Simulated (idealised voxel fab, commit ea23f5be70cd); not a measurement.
The name of this process module is voxel transistor to metal.
It is cross-section cut that appears here, measuring 180 nm in width, its square cells being 5 nm in size.
How to read a cross-section here: the picture is a grid of square cells, written as bands going from the top down, and any band can span one or more rows of cells.
Band: top height; bottom height; in nm. Then, left to right: material with width in nm, for each material. "all across": a single material spanning edge to edge. "empty": empty space.
Height datum 0, below which the as-received substrate wafer is one material. Lowest band open at the bottom, running downward: "top 0, no bottom".
Note: "30..40" means the width goes from the first number (top row of the band) to the second number (bottom row) in equal steps per row of cells.
For the purposes of this document, the phrase "no change" attached to a step denotes that no cell within the cross-section was modified by that step.
In the "Closed void entries" entry, you get each enclosed empty space of 8 cells or more, one with no open way to the top, written width x height at distance, distance from the left edge, in nm.
Note: text after step settings on the step line = simulator remark on that step.
overlay nm: how far to the right of its planned place the mask lay on this masked step (negative: to the left).
Below is the list of planned process steps
1,RECEIVE, material Si
2,OXIDIZE, depth nm 5
3,CONFORMAL_DEP, material SiN, thk nm 15
4,PATTERN, tone cover, mask id ACTIVE, material resist, width nm 115, thk nm 15, overlay nm 0
5,DIRECTIONAL_ETCH, etch materials SiN, depth nm 15
6,DIRECTIONAL_ETCH, etch materials SiO2, depth nm 5
7,DIRECTIONAL_ETCH, etch materials Si, depth nm 25
8,STRIP, etch materials resist
9,OXIDIZE, depth nm 5
10,FILL_DEP, material SiO2, thk nm 15
11,CMP, height nm 15
12,SELECTIVE_ETCH, etch materials SiO2, depth nm 10
13,STRIP, etch materials SiN
14,SELECTIVE_ETCH, etch materials SiO2, depth nm 5
15,OXIDIZE, depth nm 5
16,DIRECTIONAL_DEP, material polySi, thk nm 30
17,DIRECTIONAL_DEP, material SiCN, thk nm 10
18,PATTERN, tone cover, mask id GATE, material resist, width nm 25, thk nm 15, overlay nm 0
19,DIRECTIONAL_ETCH, etch materials SiCN, depth nm 20
20,DIRECTIONAL_ETCH, etch materials polySi, depth nm 40
21,STRIP, etch materials resist
22,CONFORMAL_DEP, material SiN, thk nm 5
23,DIRECTIONAL_ETCH, etch materials SiN, depth nm 5
24,DIRECTIONAL_ETCH, etch materials SiO2, depth nm 5
25,DIRECTIONAL_ETCH, etch materials Si, depth nm 10
26,EPI, material nSi, thk nm 10
27,FILL_DEP, material SiO2, thk nm 10
28,CMP, height nm 25
29,STRIP, etch materials polySi
30,SELECTIVE_ETCH, etch materials SiO2, depth nm 5
31,CONFORMAL_DEP, material HfO2, thk nm 5
32,CONFORMAL_DEP, material TiN, thk nm 5
33,FILL_DEP, material W, thk nm 5
34,CMP, height nm 20
35,DIRECTIONAL_DEP, material SiO2, thk nm 15
36,DIRECTIONAL_DEP, material aC, thk nm 15
37,PATTERN, tone open, mask id CONTACT, material resist, width nm 20, pitch nm 85, thk nm 30, overlay nm 0
38,DIRECTIONAL_ETCH, etch materials aC, depth nm 15
39,STRIP, etch materials resist
40,DIRECTIONAL_ETCH, etch materials SiO2, depth nm 45
41,STRIP, etch materials aC
42,CONFORMAL_DEP, material TiN, thk nm 5
43,FILL_DEP, material Ru, thk nm 5
44,CMP, height nm 35
45,CONFORMAL_DEP, material SiCN, thk nm 5
46,DIRECTIONAL_DEP, material lowk, thk nm 20
47,DIRECTIONAL_DEP, material aC, thk nm 15
48,PATTERN, tone open, mask id METAL_1, material resist, width nm 15, pitch nm 85, thk nm 35, overlay nm 0
49,DIRECTIONAL_ETCH, etch materials aC, depth nm 15
50,STRIP, etch materials resist
51,DIRECTIONAL_ETCH, etch materials lowk, depth nm 20
52,DIRECTIONAL_ETCH, etch materials SiCN, depth nm 5
53,STRIP, etch materials aC
54,CONFORMAL_DEP, material TiN, thk nm 5
55,FILL_DEP, material Ru, thk nm 10
56,CMP, height nm 60
57,CONFORMAL_DEP, material SiCN, thk nm 5
58,DIRECTIONAL_DEP, material SiO2, thk nm 30
59,MASKED_ETCH, tone open, mask id METAL_2_HOLES, width nm 15, pitch nm 85, etch materials SiO2, depth nm 30, overlay nm 0
60,DIRECTIONAL_DEP, material aC, thk nm 10
61,PATTERN, tone open, mask id METAL_2, material resist, width nm 20, pitch nm 85, thk nm 30, overlay nm 0
62,DIRECTIONAL_ETCH, etch materials aC, depth nm 10
63,STRIP, etch materials resist
64,DIRECTIONAL_ETCH, etch materials SiO2, depth nm 15
65,DIRECTIONAL_ETCH, etch materials SiCN, depth nm 5
66,STRIP, etch materials aC
67,CONFORMAL_DEP, material TiN, thk nm 5
68,FILL_DEP, material Cu, thk nm 10
69,CMP, height nm 95
70,CONFORMAL_DEP, material SiCN, thk nm 5
Be aware that, although all wafers share a common starting state, the width nm at step 48 differs among them, and the plan displays the first wafer's value.
Received condition of the first of several wafers, sectioned: post-step 1
top 0, no bottom | Si all across
Closed void entries: none
Wafer rows, end of module: cells per material gained (+) or lost (-) since receipt; closed voids last
width nm 15 | +16 Cu | +17 HfO2 | +40 Ru | -175 Si | +96 SiCN | +12 SiN | +449 SiO2 | +105 TiN | +4 W | +120 lowk | +36 nSi | Closed void entries: none
width nm 20 | +16 Cu | +17 HfO2 | +48 Ru | -175 Si | +94 SiCN | +12 SiN | +449 SiO2 | +107 TiN | +4 W | +112 lowk | +36 nSi | Closed void entries: none
width nm 25 | +16 Cu | +17 HfO2 | +56 Ru | -175 Si | +92 SiCN | +12 SiN | +449 SiO2 | +109 TiN | +4 W | +104 lowk | +36 nSi | Closed void entries: none
width nm 30 | +16 Cu | +17 HfO2 | +64 Ru | -175 Si | +90 SiCN | +12 SiN | +449 SiO2 | +111 TiN | +4 W | +96 lowk | +36 nSi | Closed void entries: none
width nm 35 | +16 Cu | +17 HfO2 | +72 Ru | -175 Si | +88 SiCN | +12 SiN | +449 SiO2 | +113 TiN | +4 W | +88 lowk | +36 nSi | Closed void entries: none
